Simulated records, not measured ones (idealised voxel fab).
Documented hereafter: the process module known as voxel ribs on slabs.
The cross-section on display is named cut; it measures 150 nm wide, and its cells are 5 nm squares.
Throughout this document, each cross-section is represented as a grid of square cells and is presented as a sequence of bands enumerated from the top downward, where a band comprises one or more rows of cells. Band: top height; bottom height; in nm. Then, left to right: material with width in nm, for each material. "everywhere": a single material spanning edge to edge. "empty": empty space. Height is counted from the level 0, under which the received wafer is composed throughout of one material. The lowest of the bands is not closed at the bottom but continues downward, in the notation "0 nm and below". Top row gets the first number, bottom row gets the second, and each row in between changes by the same step: that is how a band width like "30..40" works. Step marked "no change occurred"? Then no cell in the cross-section changed in it. "Closed cavities" contains a list of empty spaces, each no smaller than 8 cells and without an open way to the top, written in the form width x height at distance with the distance from the left edge and all three in nm. Whatever follows a step's settings on its line is a remark the simulator itself makes about that step. The line of a step may include "overlay nm". On a step with a mask, this value is how far to the right of its planned place the mask lay. A negative value means the mask lay to the left.

Process steps (planned):
1) RECEIVE: material Si
2) DIRECTIONAL_DEP: material SiO2, thk nm 20
3) DIRECTIONAL_DEP: material polySi, thk nm 20
4) MASKED_ETCH: tone cover, mask id RIB, width nm 15, etch materials polySi, depth nm 5, overlay nm 0
5) DIRECTIONAL_DEP: material aC, thk nm 15
6) PATTERN: tone cover, mask id SLAB, material resist, width nm 45, thk nm 30, overlay nm 0
7) DIRECTIONAL_ETCH: etch materials aC, depth nm 15
8) STRIP: etch materials resist
9) DIRECTIONAL_ETCH: etch materials polySi, depth nm 15
10) STRIP: etch materials aC
11) FILL_DEP: material SiO2, thk nm 20
12) CMP: height nm 50
13) DIRECTIONAL_DEP: material TiN, thk nm 10
14) PATTERN: tone cover, mask id HEATER, material resist, width nm 25, thk nm 15, overlay nm -15
15) DIRECTIONAL_ETCH: etch materials TiN, depth nm 10
16) STRIP: etch materials resist
17) CONFORMAL_DEP: material SiN, thk nm 10
Keep in mind the plan's value for the overlay nm of step 14 comes from the first wafer; the wafers don't share that setting, but they do share the same starting point.

Incoming state of the first of several wafers in cross-section: after step 1:
  0 nm and below  Si everywhere
  Closed cavities: none

Per-wafer rows below. For each material: cells gained (+) or lost (-) since the wafer was received, as of end of module. Then: closed voids:
overlay nm -15, +68 SiN, +270 SiO2, +10 TiN, +30 polySi, Closed cavities: none
overlay nm -10, +68 SiN, +270 SiO2, +10 TiN, +30 polySi, Closed cavities: none
overlay nm -5, +68 SiN, +270 SiO2, +10 TiN, +30 polySi, Closed cavities: none
overlay nm 0, +68 SiN, +270 SiO2, +10 TiN, +30 polySi, Closed cavities: none
overlay nm 5, +68 SiN, +270 SiO2, +10 TiN, +30 polySi, Closed cavities: none
overlay nm 10, +68 SiN, +270 SiO2, +10 TiN, +30 polySi, Closed cavities: none
overlay nm 15, +68 SiN, +270 SiO2, +10 TiN, +30 polySi, Closed cavities: none
